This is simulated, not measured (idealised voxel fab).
Process module name: voxel capacitor over wiring
Cross-section cut spans 165 nm and uses square cells 5 nm in size.
The cross-sections in this document take the form of a grid made of square cells. They are written out as bands, in order from top to bottom. Each band consists of one or more rows of cells. Heights first: top, then bottom, in nm. Then materials, left to right, each with a width in nm. "all across" on a single material: fills the band edge to edge. "empty": empty space. A quick word on heights: they are counted from 0, and under that level the wafer as it came to us is one material throughout. The lowest band is different from the rest in having no bottom; it simply continues downward, written as in "0 and below". A width given as "30..40" starts at the first number in the band's top row and ends at the second number in its bottom row, shifting by an equal amount at every step from row to row. The cross-section has no changed cell in any step marked "all unchanged". Closed empty spaces (no open way to the top) of 8 cells or more are what "Completely enclosed voids" lists, each as width x height at distance from the left edge, nm for all three. Whatever follows a step's settings on its line is a remark the simulator itself makes about that step. Among the settings permitted on a step's line is "overlay nm"; applied to a step with a mask, it specifies the extent to which the mask lay to the right of its planned position, whereas a negative figure signifies a position to the left.
### Process steps (planned)
- 1: RECEIVE (material Si)
- 2: CONFORMAL_DEP (material SiO2; thk nm 15)
- 3: CONFORMAL_DEP (material SiN; thk nm 5)
- 4: DIRECTIONAL_DEP (material SiO2; thk nm 25)
- 5: PATTERN (tone open; mask id METAL_1; material resist; width nm 20; pitch nm 75; thk nm 20; overlay nm 0)
- 6: DIRECTIONAL_ETCH (etch materials SiO2; depth nm 25)
- 7: DIRECTIONAL_ETCH (etch materials SiN; depth nm 5)
- 8: STRIP (etch materials resist)
- 9: CONFORMAL_DEP (material TiN; thk nm 5)
- 10: FILL_DEP (material Ru; thk nm 5)
- 11: CMP (height nm 45)
- 12: EPI (material Ru; thk nm 5)
- 13: FILL_DEP (material SiCN; thk nm 5)
- 14: DIRECTIONAL_DEP (material SiO2; thk nm 20)
- 15: MASKED_ETCH (tone open; mask id PLUG_1; width nm 15; etch materials SiO2; depth nm 20; overlay nm 0)
- 16: MASKED_ETCH (tone open; mask id PLUG_1; width nm 15; etch materials SiCN; depth nm 5; overlay nm 0)
- 17: EPI (material Ru; thk nm 10)
- 18: EPI (material Ru; thk nm 10)
- 19: EPI (material Ru; thk nm 5)
- 20: DIRECTIONAL_DEP (material TiN; thk nm 5)
- 21: DIRECTIONAL_DEP (material SiN; thk nm 5)
- 22: DIRECTIONAL_DEP (material TiN; thk nm 5)
- 23: DIRECTIONAL_DEP (material aC; thk nm 15)
- 24: PATTERN (tone cover; mask id UPPER_PLATE; material resist; width nm 60; thk nm 30; overlay nm 0)
- 25: DIRECTIONAL_ETCH (etch materials aC; depth nm 15)
- 26: STRIP (etch materials resist)
- 27: DIRECTIONAL_ETCH (etch materials TiN; depth nm 5)
- 28: DIRECTIONAL_ETCH (etch materials SiN; depth nm 5)
- 29: STRIP (etch materials aC)
- 30: MASKED_ETCH (tone cover; mask id LOWER_PLATE; width nm 70; etch materials TiN; depth nm 5; overlay nm 0)
- 31: FILL_DEP (material SiO2; thk nm 20)
- 32: CMP (height nm 105)
- 33: DIRECTIONAL_DEP (material aC; thk nm 15)
- 34: PATTERN (tone open; mask id PLUG_2; material resist; width nm 15; thk nm 35; overlay nm 0)
- 35: DIRECTIONAL_ETCH (etch materials aC; depth nm 15)
- 36: STRIP (etch materials resist)
- 37: DIRECTIONAL_ETCH (etch materials SiO2; depth nm 15)
- 38: STRIP (etch materials aC)
- 39: CONFORMAL_DEP (material TiN; thk nm 5)
- 40: FILL_DEP (material Ru; thk nm 5)
- 41: CMP (height nm 105)
- 42: CONFORMAL_DEP (material SiN; thk nm 5)
### First out of two wafers; run went to plan
### Here's what the wafer looked like in cross-section when it arrived - that's after step 1
  0 and below = Si all across
  Completely enclosed voids: none
### The following cross-section depicts the wafer upon completion of step 2
  15 down to 0 = SiO2 all across
  Unchanged below 0.
### The following cross-section depicts the wafer upon completion of step 3
  20 down to 15 = SiN all across
  Unchanged below 15.
### The following cross-section depicts the wafer upon completion of step 4
  45 down to 20 = SiO2 all across
  Unchanged below 20.
### The following cross-section depicts the wafer upon completion of step 5
  65 down to 45 = resist 35 nm / empty 20 nm / resist 55 nm / empty 20 nm / resist 35 nm
  Unchanged below 45.
### The following cross-section depicts the wafer upon completion of step 6
  65 down to 45 = resist 35 nm / empty 20 nm / resist 55 nm / empty 20 nm / resist 35 nm
  45 down to 20 = SiO2 35 nm / empty 20 nm / SiO2 55 nm / empty 20 nm / SiO2 35 nm
  Unchanged below 20.
### The following cross-section depicts the wafer upon completion of step 7
  65 down to 45 = resist 35 nm / empty 20 nm / resist 55 nm / empty 20 nm / resist 35 nm
  45 down to 20 = SiO2 35 nm / empty 20 nm / SiO2 55 nm / empty 20 nm / SiO2 35 nm
  20 down to 15 = SiN 35 nm / empty 20 nm / SiN 55 nm / empty 20 nm / SiN 35 nm
  Unchanged below 15.
### The following cross-section depicts the wafer upon completion of step 8
  45 down to 20 = SiO2 35 nm / empty 20 nm / SiO2 55 nm / empty 20 nm / SiO2 35 nm
  Unchanged below 20.
### The following cross-section depicts the wafer upon completion of step 9
  50 down to 45 = TiN 40 nm / empty 10 nm / TiN 65 nm / empty 10 nm / TiN 40 nm
  45 down to 20 = SiO2 35 nm / TiN 5 nm / empty 10 nm / TiN 5 nm / SiO2 55 nm / TiN 5 nm / empty 10 nm / TiN 5 nm / SiO2 35 nm
  20 down to 15 = SiN 35 nm / TiN 20 nm / SiN 55 nm / TiN 20 nm / SiN 35 nm
  Unchanged below 15.
### The following cross-section depicts the wafer upon completion of step 10
  55 down to 50 = Ru all across
  50 down to 45 = TiN 40 nm / Ru 10 nm / TiN 65 nm / Ru 10 nm / TiN 40 nm
  45 down to 20 = SiO2 35 nm / TiN 5 nm / Ru 10 nm / TiN 5 nm / SiO2 55 nm / TiN 5 nm / Ru 10 nm / TiN 5 nm / SiO2 35 nm
  Unchanged below 20.
### The following cross-section depicts the wafer upon completion of step 11
  45 down to 20 = SiO2 35 nm / TiN 5 nm / Ru 10 nm / TiN 5 nm / SiO2 55 nm / TiN 5 nm / Ru 10 nm / TiN 5 nm / SiO2 35 nm
  Unchanged below 20.
### The following cross-section depicts the wafer upon completion of step 12
  50 down to 45 = empty 30 nm / Ru 30 nm / empty 45 nm / Ru 30 nm / empty 30 nm
  Unchanged below 45.
### The following cross-section depicts the wafer upon completion of step 13
  55 down to 50 = SiCN all across
  50 down to 45 = SiCN 30 nm / Ru 30 nm / SiCN 45 nm / Ru 30 nm / SiCN 30 nm
  Unchanged below 45.
### The following cross-section depicts the wafer upon completion of step 14
  75 down to 55 = SiO2 all across
  Unchanged below 55.
### The following cross-section depicts the wafer upon completion of step 15
  75 down to 55 = SiO2 40 nm / empty 15 nm / SiO2 110 nm
  Unchanged below 55.
### The following cross-section depicts the wafer upon completion of step 16
  75 down to 55 = SiO2 40 nm / empty 15 nm / SiO2 110 nm
  55 down to 50 = SiCN 40 nm / empty 15 nm / SiCN 110 nm
  Unchanged below 50.
### The following cross-section depicts the wafer upon completion of step 17
  75 down to 60 = SiO2 40 nm / empty 15 nm / SiO2 110 nm
  60 down to 55 = SiO2 40 nm / Ru 15 nm / SiO2 110 nm
  55 down to 50 = SiCN 40 nm / Ru 15 nm / SiCN 110 nm
  Unchanged below 50.
### The following cross-section depicts the wafer upon completion of step 18
  75 down to 70 = SiO2 40 nm / empty 15 nm / SiO2 110 nm
  70 down to 55 = SiO2 40 nm / Ru 15 nm / SiO2 110 nm
  Unchanged below 55.
### The following cross-section depicts the wafer upon completion of step 19
  75 down to 55 = SiO2 40 nm / Ru 15 nm / SiO2 110 nm
  Unchanged below 55.
### The following cross-section depicts the wafer upon completion of step 20
  80 down to 75 = TiN all across
  Unchanged below 75.
### The following cross-section depicts the wafer upon completion of step 21
  85 down to 80 = SiN all across
  Unchanged below 80.
### The following cross-section depicts the wafer upon completion of step 22
  90 down to 85 = TiN all across
  Unchanged below 85.
### The following cross-section depicts the wafer upon completion of step 23
  105 down to 90 = aC all across
  Unchanged below 90.
### The following cross-section depicts the wafer upon completion of step 24
  135 down to 105 = empty 40 nm / resist 60 nm / empty 65 nm
  Unchanged below 105.
### The following cross-section depicts the wafer upon completion of step 25
  120 down to 105 = empty 40 nm / resist 60 nm / empty 65 nm
  105 down to 90 = empty 40 nm / aC 60 nm / empty 65 nm
  Unchanged below 90.
### The following cross-section depicts the wafer upon completion of step 26
  105 down to 90 = empty 40 nm / aC 60 nm / empty 65 nm
  Unchanged below 90.
### The following cross-section depicts the wafer upon completion of step 27
  105 down to 90 = empty 40 nm / aC 60 nm / empty 65 nm
  90 down to 85 = empty 40 nm / TiN 60 nm / empty 65 nm
  Unchanged below 85.
### The following cross-section depicts the wafer upon completion of step 28
  105 down to 90 = empty 40 nm / aC 60 nm / empty 65 nm
  90 down to 85 = empty 40 nm / TiN 60 nm / empty 65 nm
  85 down to 80 = empty 40 nm / SiN 60 nm / empty 65 nm
  Unchanged below 80.
### The following cross-section depicts the wafer upon completion of step 29
  90 down to 85 = empty 40 nm / TiN 60 nm / empty 65 nm
  Unchanged below 85.
### The following cross-section depicts the wafer upon completion of step 30
  90 down to 85 = empty 40 nm / TiN 60 nm / empty 65 nm
  85 down to 80 = empty 40 nm / SiN 60 nm / empty 65 nm
  80 down to 75 = empty 35 nm / TiN 70 nm / empty 60 nm
  Unchanged below 75.
### The following cross-section depicts the wafer upon completion of step 31
  110 down to 90 = SiO2 all across
  90 down to 85 = SiO2 40 nm / TiN 60 nm / SiO2 65 nm
  85 down to 80 = SiO2 40 nm / SiN 60 nm / SiO2 65 nm
  80 down to 75 = SiO2 35 nm / TiN 70 nm / SiO2 60 nm
  Unchanged below 75.
### The following cross-section depicts the wafer upon completion of step 32
  105 down to 90 = SiO2 all across
  Unchanged below 90.
### The following cross-section depicts the wafer upon completion of step 33
  120 down to 105 = aC all across
  Unchanged below 105.
### The following cross-section depicts the wafer upon completion of step 34
  155 down to 120 = resist 50 nm / empty 15 nm / resist 100 nm
  Unchanged below 120.
### The following cross-section depicts the wafer upon completion of step 35
  140 down to 120 = resist 50 nm / empty 15 nm / resist 100 nm
  120 down to 105 = aC 50 nm / empty 15 nm / aC 100 nm
  Unchanged below 105.
### The following cross-section depicts the wafer upon completion of step 36
  120 down to 105 = aC 50 nm / empty 15 nm / aC 100 nm
  Unchanged below 105.
### The following cross-section depicts the wafer upon completion of step 37
  120 down to 105 = aC 50 nm / empty 15 nm / aC 100 nm
  105 down to 90 = SiO2 50 nm / empty 15 nm / SiO2 100 nm
  Unchanged below 90.
### The following cross-section depicts the wafer upon completion of step 38
  105 down to 90 = SiO2 50 nm / empty 15 nm / SiO2 100 nm
  Unchanged below 90.
### The following cross-section depicts the wafer upon completion of step 39
  110 down to 105 = TiN 55 nm / empty 5 nm / TiN 105 nm
  105 down to 95 = SiO2 50 nm / TiN 5 nm / empty 5 nm / TiN 5 nm / SiO2 100 nm
  95 down to 85 = SiO2 50..40 nm / TiN 15..60 nm / SiO2 100..65 nm
  Unchanged below 85.
### The following cross-section depicts the wafer upon completion of step 40
  115 down to 110 = Ru all across
  110 down to 105 = TiN 55 nm / Ru 5 nm / TiN 105 nm
  105 down to 95 = SiO2 50 nm / TiN 5 nm / Ru 5 nm / TiN 5 nm / SiO2 100 nm
  Unchanged below 95.
### The following cross-section depicts the wafer upon completion of step 41
  105 down to 95 = SiO2 50 nm / TiN 5 nm / Ru 5 nm / TiN 5 nm / SiO2 100 nm
  Unchanged below 95.
### The following cross-section depicts the wafer upon completion of step 42
  110 down to 105 = SiN all across
  Unchanged below 105.
### Wafer two. Same start, same plan, one slip in execution. Same as wafer one through step 12, inclusive
### Cross-section of the second wafer corresponding to the planned conclusion of step 13
  55 down to 50 = TiN all across
  50 down to 45 = TiN 30 nm / Ru 30 nm / TiN 45 nm / Ru 30 nm / TiN 30 nm
  Unchanged below 45.
### Cross-section of the second wafer corresponding to the planned conclusion of step 14
  75 down to 55 = SiO2 all across
  Unchanged below 55.
### Cross-section of the second wafer corresponding to the planned conclusion of step 15
  75 down to 55 = SiO2 40 nm / empty 15 nm / SiO2 110 nm
  Unchanged below 55.
Cross-section of the second wafer corresponding to the planned conclusion of step 16: all unchanged
### Cross-section of the second wafer corresponding to the planned conclusion of step 17
  75 down to 65 = SiO2 40 nm / empty 15 nm / SiO2 110 nm
  65 down to 55 = SiO2 40 nm / Ru 15 nm / SiO2 110 nm
  Unchanged below 55.
### Cross-section of the second wafer corresponding to the planned conclusion of step 18
  75 down to 55 = SiO2 40 nm / Ru 15 nm / SiO2 110 nm
  Unchanged below 55.
### Cross-section of the second wafer corresponding to the planned conclusion of step 19
  80 down to 75 = empty 35 nm / Ru 25 nm / empty 105 nm
  Unchanged below 75.
### Cross-section of the second wafer corresponding to the planned conclusion of step 20
  85 down to 80 = empty 35 nm / TiN 25 nm / empty 105 nm
  80 down to 75 = TiN 35 nm / Ru 25 nm / TiN 105 nm
  Unchanged below 75.
### Cross-section of the second wafer corresponding to the planned conclusion of step 21
  90 down to 85 = empty 35 nm / SiN 25 nm / empty 105 nm
  85 down to 80 = SiN 35 nm / TiN 25 nm / SiN 105 nm
  Unchanged below 80.
### Cross-section of the second wafer corresponding to the planned conclusion of step 22
  95 down to 90 = empty 35 nm / TiN 25 nm / empty 105 nm
  90 down to 85 = TiN 35 nm / SiN 25 nm / TiN 105 nm
  Unchanged below 85.
### Cross-section of the second wafer corresponding to the planned conclusion of step 23
  110 down to 105 = empty 35 nm / aC 25 nm / empty 105 nm
  105 down to 95 = aC all across
  95 down to 90 = aC 35 nm / TiN 25 nm / aC 105 nm
  Unchanged below 90.
### Cross-section of the second wafer corresponding to the planned conclusion of step 24
  140 down to 110 = empty 40 nm / resist 60 nm / empty 65 nm
  110 down to 105 = empty 35 nm / aC 25 nm / resist 40 nm / empty 65 nm
  Unchanged below 105.
### Cross-section of the second wafer corresponding to the planned conclusion of step 25
  125 down to 110 = empty 40 nm / resist 60 nm / empty 65 nm
  110 down to 105 = empty 40 nm / aC 20 nm / resist 40 nm / empty 65 nm
  105 down to 95 = empty 40 nm / aC 60 nm / empty 65 nm
  95 down to 90 = empty 35 nm / TiN 25 nm / aC 40 nm / empty 65 nm
  Unchanged below 90.
### Cross-section of the second wafer corresponding to the planned conclusion of step 26
  110 down to 105 = empty 40 nm / aC 20 nm / empty 105 nm
  Unchanged below 105.
### Cross-section of the second wafer corresponding to the planned conclusion of step 27
  110 down to 105 = empty 40 nm / aC 20 nm / empty 105 nm
  105 down to 95 = empty 40 nm / aC 60 nm / empty 65 nm
  95 down to 90 = empty 40 nm / TiN 20 nm / aC 40 nm / empty 65 nm
  90 down to 85 = empty 35 nm / SiN 25 nm / TiN 40 nm / empty 65 nm
  Unchanged below 85.
### Cross-section of the second wafer corresponding to the planned conclusion of step 28
  110 down to 105 = empty 40 nm / aC 20 nm / empty 105 nm
  105 down to 95 = empty 40 nm / aC 60 nm / empty 65 nm
  95 down to 90 = empty 40 nm / TiN 20 nm / aC 40 nm / empty 65 nm
  90 down to 85 = empty 40 nm / SiN 20 nm / TiN 40 nm / empty 65 nm
  85 down to 80 = empty 35 nm / TiN 25 nm / SiN 40 nm / empty 65 nm
  Unchanged below 80.
### Cross-section of the second wafer corresponding to the planned conclusion of step 29
  95 down to 90 = empty 40 nm / TiN 20 nm / empty 105 nm
  Unchanged below 90.
### Cross-section of the second wafer corresponding to the planned conclusion of step 30
  95 down to 90 = empty 40 nm / TiN 20 nm / empty 105 nm
  90 down to 85 = empty 40 nm / SiN 20 nm / TiN 40 nm / empty 65 nm
  85 down to 80 = empty 35 nm / TiN 25 nm / SiN 40 nm / empty 65 nm
  80 down to 75 = empty 35 nm / Ru 25 nm / TiN 45 nm / empty 60 nm
  Unchanged below 75.
### Cross-section of the second wafer corresponding to the planned conclusion of step 31
  115 down to 95 = SiO2 all across
  95 down to 90 = SiO2 40 nm / TiN 20 nm / SiO2 105 nm
  90 down to 85 = SiO2 40 nm / SiN 20 nm / TiN 40 nm / SiO2 65 nm
  85 down to 80 = SiO2 35 nm / TiN 25 nm / SiN 40 nm / SiO2 65 nm
  80 down to 75 = SiO2 35 nm / Ru 25 nm / TiN 45 nm / SiO2 60 nm
  Unchanged below 75.
### Cross-section of the second wafer corresponding to the planned conclusion of step 32
  105 down to 95 = SiO2 all across
  Unchanged below 95.
### Cross-section of the second wafer corresponding to the planned conclusion of step 33
  120 down to 105 = aC all across
  Unchanged below 105.
### Cross-section of the second wafer corresponding to the planned conclusion of step 34
  155 down to 120 = resist 50 nm / empty 15 nm / resist 100 nm
  Unchanged below 120.
### Cross-section of the second wafer corresponding to the planned conclusion of step 35
  140 down to 120 = resist 50 nm / empty 15 nm / resist 100 nm
  120 down to 105 = aC 50 nm / empty 15 nm / aC 100 nm
  Unchanged below 105.
### Cross-section of the second wafer corresponding to the planned conclusion of step 36
  120 down to 105 = aC 50 nm / empty 15 nm / aC 100 nm
  Unchanged below 105.
### Cross-section of the second wafer corresponding to the planned conclusion of step 37
  120 down to 105 = aC 50 nm / empty 15 nm / aC 100 nm
  105 down to 95 = SiO2 50 nm / empty 15 nm / SiO2 100 nm
  95 down to 90 = SiO2 40 nm / TiN 20 nm / empty 5 nm / SiO2 100 nm
  Unchanged below 90.
### Cross-section of the second wafer corresponding to the planned conclusion of step 38
  105 down to 95 = SiO2 50 nm / empty 15 nm / SiO2 100 nm
  Unchanged below 95.
### Cross-section of the second wafer corresponding to the planned conclusion of step 39
  110 down to 105 = TiN 55 nm / empty 5 nm / TiN 105 nm
  105 down to 100 = SiO2 50 nm / TiN 5 nm / empty 5 nm / TiN 5 nm / SiO2 100 nm
  100 down to 90 = SiO2 50..40 nm / TiN 15..25 nm / SiO2 100 nm
  Unchanged below 90.
### Cross-section of the second wafer corresponding to the planned conclusion of step 40
  115 down to 110 = Ru all across
  110 down to 105 = TiN 55 nm / Ru 5 nm / TiN 105 nm
  105 down to 100 = SiO2 50 nm / TiN 5 nm / Ru 5 nm / TiN 5 nm / SiO2 100 nm
  Unchanged below 100.
### Cross-section of the second wafer corresponding to the planned conclusion of step 41
  105 down to 100 = SiO2 50 nm / TiN 5 nm / Ru 5 nm / TiN 5 nm / SiO2 100 nm
  Unchanged below 100.
### Cross-section of the second wafer corresponding to the planned conclusion of step 42
  110 down to 105 = SiN all across
  Unchanged below 105.
Heads up, the wafer didn't run the way we planned it: step 13 changed vs plan, executed as FILL_DEP (material TiN; thk nm 5)
Wrapping up, a cell-based count of both wafers puts the second over or under the first for these materials: +1 Ru | -51 SiCN | -3 SiO2 | +53 TiN
